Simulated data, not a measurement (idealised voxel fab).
Process module, titled voxel gate over fins
For reference, the cross-section in this document is cut, with width 180 nm and square cells of 5 nm.
Heads up, the way a cross-section reads in here is a grid of square cells, handed over as bands from the top down, with every band being one or more rows of cells. A band entry consists of two parts. The first gives the height of the band's top and the height of its bottom, in nm. The rest lists the band's materials from left to right, each with its width in nm. A single material labelled with the word "edge to edge" fills the band from edge to edge, and the word "blank" marks empty space. All heights in this document are referenced to 0, defined as the level beneath which the wafer, as received, consists entirely of one material. The lowest band is not bounded below; it extends indefinitely downward and is written in the form "0..down". A width given as "30 to 40" starts at the first number in the band's top row and ends at the second number in its bottom row, shifting by an equal amount at every step from row to row. You'll sometimes find "no alterations made" written for a step, and that's the way of saying that nowhere in the cross-section did a cell change during that step. "Closed internal voids": empty spaces of 8 cells or more with no open way to the top, each given as width x height at distance, distance from the left edge, all in nm. On each step's line, the part that comes after the settings is the simulator's own comment on the step. When a step includes a mask, the "overlay nm" setting on its line states how far to the right of its planned place that mask lay, and negative values state how far to the left.

[Planned process steps]
| 1 | RECEIVE: material Si |
| 2 | CONFORMAL_DEP: material SiN, thk nm 5 |
| 3 | DIRECTIONAL_DEP: material aC, thk nm 15 |
| 4 | PATTERN: tone cover, mask id FINS, material resist, width nm 15, pitch nm 40, thk nm 35, overlay nm 0 |
| 5 | DIRECTIONAL_ETCH: etch materials aC, depth nm 15 |
| 6 | STRIP: etch materials resist |
| 7 | DIRECTIONAL_ETCH: etch materials SiN, depth nm 5 |
| 8 | DIRECTIONAL_ETCH: etch materials Si, depth nm 30 |
| 9 | STRIP: etch materials aC |
| 10 | FILL_DEP: material SiO2, thk nm 10 |
| 11 | CMP: height nm 5 |
| 12 | SELECTIVE_ETCH: etch materials SiO2, depth nm 15 |
| 13 | STRIP: etch materials SiN |
| 14 | CONFORMAL_DEP: material HfO2, thk nm 5 |
| 15 | CONFORMAL_DEP: material TiN, thk nm 5 |
| 16 | FILL_DEP: material W, thk nm 10 |
| 17 | CMP: height nm 15 |
| 18 | CONFORMAL_DEP: material SiCN, thk nm 5 |

[First wafer out of two, processed as planned]

[Received-state cross-section, reflecting completion of step 1]
  0..down = Si edge to edge
  Closed internal voids: none

[How the wafer stands in section after step 2]
  5..0 = SiN edge to edge
  Heights below 0 show no change.

[How the wafer stands in section after step 3]
  20..5 = aC edge to edge
  Heights below 5 show no change.

[How the wafer stands in section after step 4]
  55..20 = 20 nm blank, 15 nm resist, 25 nm blank, 15 nm resist, 25 nm blank, 15 nm resist, 25 nm blank, 15 nm resist, 25 nm blank
  Heights below 20 show no change.

[How the wafer stands in section after step 5]
  40..20 = 20 nm blank, 15 nm resist, 25 nm blank, 15 nm resist, 25 nm blank, 15 nm resist, 25 nm blank, 15 nm resist, 25 nm blank
  20..5 = 20 nm blank, 15 nm aC, 25 nm blank, 15 nm aC, 25 nm blank, 15 nm aC, 25 nm blank, 15 nm aC, 25 nm blank
  Heights below 5 show no change.

[How the wafer stands in section after step 6]
  20..5 = 20 nm blank, 15 nm aC, 25 nm blank, 15 nm aC, 25 nm blank, 15 nm aC, 25 nm blank, 15 nm aC, 25 nm blank
  Heights below 5 show no change.

[How the wafer stands in section after step 7]
  20..5 = 20 nm blank, 15 nm aC, 25 nm blank, 15 nm aC, 25 nm blank, 15 nm aC, 25 nm blank, 15 nm aC, 25 nm blank
  5..0 = 20 nm blank, 15 nm SiN, 25 nm blank, 15 nm SiN, 25 nm blank, 15 nm SiN, 25 nm blank, 15 nm SiN, 25 nm blank
  Heights below 0 show no change.

[How the wafer stands in section after step 8]
  20..5 = 20 nm blank, 15 nm aC, 25 nm blank, 15 nm aC, 25 nm blank, 15 nm aC, 25 nm blank, 15 nm aC, 25 nm blank
  5..0 = 20 nm blank, 15 nm SiN, 25 nm blank, 15 nm SiN, 25 nm blank, 15 nm SiN, 25 nm blank, 15 nm SiN, 25 nm blank
  0..-30 = 20 nm blank, 15 nm Si, 25 nm blank, 15 nm Si, 25 nm blank, 15 nm Si, 25 nm blank, 15 nm Si, 25 nm blank
  Heights below -30 show no change.

[How the wafer stands in section after step 9]
  5..0 = 20 nm blank, 15 nm SiN, 25 nm blank, 15 nm SiN, 25 nm blank, 15 nm SiN, 25 nm blank, 15 nm SiN, 25 nm blank
  Heights below 0 show no change.

[How the wafer stands in section after step 10]
  15..5 = SiO2 edge to edge
  5..0 = 20 nm SiO2, 15 nm SiN, 25 nm SiO2, 15 nm SiN, 25 nm SiO2, 15 nm SiN, 25 nm SiO2, 15 nm SiN, 25 nm SiO2
  0..-30 = 20 nm SiO2, 15 nm Si, 25 nm SiO2, 15 nm Si, 25 nm SiO2, 15 nm Si, 25 nm SiO2, 15 nm Si, 25 nm SiO2
  Heights below -30 show no change.

[How the wafer stands in section after step 11]
  5..0 = 20 nm SiO2, 15 nm SiN, 25 nm SiO2, 15 nm SiN, 25 nm SiO2, 15 nm SiN, 25 nm SiO2, 15 nm SiN, 25 nm SiO2
  Heights below 0 show no change.

[How the wafer stands in section after step 12]
  5..0 = 20 nm blank, 15 nm SiN, 25 nm blank, 15 nm SiN, 25 nm blank, 15 nm SiN, 25 nm blank, 15 nm SiN, 25 nm blank
  0..-10 = 20 nm blank, 15 nm Si, 25 nm blank, 15 nm Si, 25 nm blank, 15 nm Si, 25 nm blank, 15 nm Si, 25 nm blank
  Heights below -10 show no change.

[How the wafer stands in section after step 13]
  0..-10 = 20 nm blank, 15 nm Si, 25 nm blank, 15 nm Si, 25 nm blank, 15 nm Si, 25 nm blank, 15 nm Si, 25 nm blank
  Heights below -10 show no change.

[How the wafer stands in section after step 14]
  5..0 = 15 nm blank, 25 nm HfO2, 15 nm blank, 25 nm HfO2, 15 nm blank, 25 nm HfO2, 15 nm blank, 25 nm HfO2, 20 nm blank
  0..-5 = 15 nm blank, 5 nm HfO2, 15 nm Si, 5 nm HfO2, 15 nm blank, 5 nm HfO2, 15 nm Si, 5 nm HfO2, 15 nm blank, 5 nm HfO2, 15 nm Si, 5 nm HfO2, 15 nm blank, 5 nm HfO2, 15 nm Si, 5 nm HfO2, 20 nm blank
  -5..-10 = 20 nm HfO2, 15 nm Si, 25 nm HfO2, 15 nm Si, 25 nm HfO2, 15 nm Si, 25 nm HfO2, 15 nm Si, 25 nm HfO2
  Heights below -10 show no change.

[How the wafer stands in section after step 15]
  10..5 = 10 nm blank, 35 nm TiN, 5 nm blank, 35 nm TiN, 5 nm blank, 35 nm TiN, 5 nm blank, 35 nm TiN, 15 nm blank
  5..0 = 10 nm blank, 5 nm TiN, 25 nm HfO2, 5 nm TiN, 5 nm blank, 5 nm TiN, 25 nm HfO2, 5 nm TiN, 5 nm blank, 5 nm TiN, 25 nm HfO2, 5 nm TiN, 5 nm blank, 5 nm TiN, 25 nm HfO2, 5 nm TiN, 15 nm blank
  0..-5 = 15 nm TiN, 5 nm HfO2, 15 nm Si, 5 nm HfO2, 15 nm TiN, 5 nm HfO2, 15 nm Si, 5 nm HfO2, 15 nm TiN, 5 nm HfO2, 15 nm Si, 5 nm HfO2, 15 nm TiN, 5 nm HfO2, 15 nm Si, 5 nm HfO2, 20 nm TiN
  Heights below -5 show no change.

[How the wafer stands in section after step 16]
  20..10 = W edge to edge
  10..5 = 10 nm W, 35 nm TiN, 5 nm W, 35 nm TiN, 5 nm W, 35 nm TiN, 5 nm W, 35 nm TiN, 15 nm W
  5..0 = 10 nm W, 5 nm TiN, 25 nm HfO2, 5 nm TiN, 5 nm W, 5 nm TiN, 25 nm HfO2, 5 nm TiN, 5 nm W, 5 nm TiN, 25 nm HfO2, 5 nm TiN, 5 nm W, 5 nm TiN, 25 nm HfO2, 5 nm TiN, 15 nm W
  Heights below 0 show no change.

[How the wafer stands in section after step 17]
  15..10 = W edge to edge
  Heights below 10 show no change.

[How the wafer stands in section after step 18]
  20..15 = SiCN edge to edge
  Heights below 15 show no change.

[The second wafer was prepared from the same starting point and under the same plan as the first; its processing contained one mistake, and it remains indistinguishable from the first wafer up to and including step 3]

[Second wafer, sectioned view, at step 4's planned end time]
  55..20 = 30 nm blank, 15 nm resist, 25 nm blank, 15 nm resist, 25 nm blank, 15 nm resist, 25 nm blank, 15 nm resist, 15 nm blank
  Heights below 20 show no change.

[Second wafer, sectioned view, at step 5's planned end time]
  40..20 = 30 nm blank, 15 nm resist, 25 nm blank, 15 nm resist, 25 nm blank, 15 nm resist, 25 nm blank, 15 nm resist, 15 nm blank
  20..5 = 30 nm blank, 15 nm aC, 25 nm blank, 15 nm aC, 25 nm blank, 15 nm aC, 25 nm blank, 15 nm aC, 15 nm blank
  Heights below 5 show no change.

[Second wafer, sectioned view, at step 6's planned end time]
  20..5 = 30 nm blank, 15 nm aC, 25 nm blank, 15 nm aC, 25 nm blank, 15 nm aC, 25 nm blank, 15 nm aC, 15 nm blank
  Heights below 5 show no change.

[Second wafer, sectioned view, at step 7's planned end time]
  20..5 = 30 nm blank, 15 nm aC, 25 nm blank, 15 nm aC, 25 nm blank, 15 nm aC, 25 nm blank, 15 nm aC, 15 nm blank
  5..0 = 30 nm blank, 15 nm SiN, 25 nm blank, 15 nm SiN, 25 nm blank, 15 nm SiN, 25 nm blank, 15 nm SiN, 15 nm blank
  Heights below 0 show no change.

[Second wafer, sectioned view, at step 8's planned end time]
  20..5 = 30 nm blank, 15 nm aC, 25 nm blank, 15 nm aC, 25 nm blank, 15 nm aC, 25 nm blank, 15 nm aC, 15 nm blank
  5..0 = 30 nm blank, 15 nm SiN, 25 nm blank, 15 nm SiN, 25 nm blank, 15 nm SiN, 25 nm blank, 15 nm SiN, 15 nm blank
  0..-30 = 30 nm blank, 15 nm Si, 25 nm blank, 15 nm Si, 25 nm blank, 15 nm Si, 25 nm blank, 15 nm Si, 15 nm blank
  Heights below -30 show no change.

[Second wafer, sectioned view, at step 9's planned end time]
  5..0 = 30 nm blank, 15 nm SiN, 25 nm blank, 15 nm SiN, 25 nm blank, 15 nm SiN, 25 nm blank, 15 nm SiN, 15 nm blank
  Heights below 0 show no change.

[Second wafer, sectioned view, at step 10's planned end time]
  15..5 = SiO2 edge to edge
  5..0 = 30 nm SiO2, 15 nm SiN, 25 nm SiO2, 15 nm SiN, 25 nm SiO2, 15 nm SiN, 25 nm SiO2, 15 nm SiN, 15 nm SiO2
  0..-30 = 30 nm SiO2, 15 nm Si, 25 nm SiO2, 15 nm Si, 25 nm SiO2, 15 nm Si, 25 nm SiO2, 15 nm Si, 15 nm SiO2
  Heights below -30 show no change.

[Second wafer, sectioned view, at step 11's planned end time]
  5..0 = 30 nm SiO2, 15 nm SiN, 25 nm SiO2, 15 nm SiN, 25 nm SiO2, 15 nm SiN, 25 nm SiO2, 15 nm SiN, 15 nm SiO2
  Heights below 0 show no change.

[Second wafer, sectioned view, at step 12's planned end time]
  5..0 = 30 nm blank, 15 nm SiN, 25 nm blank, 15 nm SiN, 25 nm blank, 15 nm SiN, 25 nm blank, 15 nm SiN, 15 nm blank
  0..-10 = 30 nm blank, 15 nm Si, 25 nm blank, 15 nm Si, 25 nm blank, 15 nm Si, 25 nm blank, 15 nm Si, 15 nm blank
  Heights below -10 show no change.

[Second wafer, sectioned view, at step 13's planned end time]
  0..-10 = 30 nm blank, 15 nm Si, 25 nm blank, 15 nm Si, 25 nm blank, 15 nm Si, 25 nm blank, 15 nm Si, 15 nm blank
  Heights below -10 show no change.

[Second wafer, sectioned view, at step 14's planned end time]
  5..0 = 25 nm blank, 25 nm HfO2, 15 nm blank, 25 nm HfO2, 15 nm blank, 25 nm HfO2, 15 nm blank, 25 nm HfO2, 10 nm blank
  0..-5 = 25 nm blank, 5 nm HfO2, 15 nm Si, 5 nm HfO2, 15 nm blank, 5 nm HfO2, 15 nm Si, 5 nm HfO2, 15 nm blank, 5 nm HfO2, 15 nm Si, 5 nm HfO2, 15 nm blank, 5 nm HfO2, 15 nm Si, 5 nm HfO2, 10 nm blank
  -5..-10 = 30 nm HfO2, 15 nm Si, 25 nm HfO2, 15 nm Si, 25 nm HfO2, 15 nm Si, 25 nm HfO2, 15 nm Si, 15 nm HfO2
  Heights below -10 show no change.

[Second wafer, sectioned view, at step 15's planned end time]
  10..5 = 20 nm blank, 35 nm TiN, 5 nm blank, 35 nm TiN, 5 nm blank, 35 nm TiN, 5 nm blank, 35 nm TiN, 5 nm blank
  5..0 = 20 nm blank, 5 nm TiN, 25 nm HfO2, 5 nm TiN, 5 nm blank, 5 nm TiN, 25 nm HfO2, 5 nm TiN, 5 nm blank, 5 nm TiN, 25 nm HfO2, 5 nm TiN, 5 nm blank, 5 nm TiN, 25 nm HfO2, 5 nm TiN, 5 nm blank
  0..-5 = 25 nm TiN, 5 nm HfO2, 15 nm Si, 5 nm HfO2, 15 nm TiN, 5 nm HfO2, 15 nm Si, 5 nm HfO2, 15 nm TiN, 5 nm HfO2, 15 nm Si, 5 nm HfO2, 15 nm TiN, 5 nm HfO2, 15 nm Si, 5 nm HfO2, 10 nm TiN
  Heights below -5 show no change.

[Second wafer, sectioned view, at step 16's planned end time]
  20..10 = W edge to edge
  10..5 = 20 nm W, 35 nm TiN, 5 nm W, 35 nm TiN, 5 nm W, 35 nm TiN, 5 nm W, 35 nm TiN, 5 nm W
  5..0 = 20 nm W, 5 nm TiN, 25 nm HfO2, 5 nm TiN, 5 nm W, 5 nm TiN, 25 nm HfO2, 5 nm TiN, 5 nm W, 5 nm TiN, 25 nm HfO2, 5 nm TiN, 5 nm W, 5 nm TiN, 25 nm HfO2, 5 nm TiN, 5 nm W
  Heights below 0 show no change.

[Second wafer, sectioned view, at step 17's planned end time]
  15..10 = W edge to edge
  Heights below 10 show no change.

[Second wafer, sectioned view, at step 18's planned end time]
  20..15 = SiCN edge to edge
  Heights below 15 show no change.
Misprocessing identified: step 4 did not happen as planned, as run it was PATTERN: tone cover, mask id FINS, material resist, width nm 15, pitch nm 40, thk nm 35, overlay nm 10
Tallied in cells, the final second wafer holds each material in the same quantity as the first, although not at the same places.
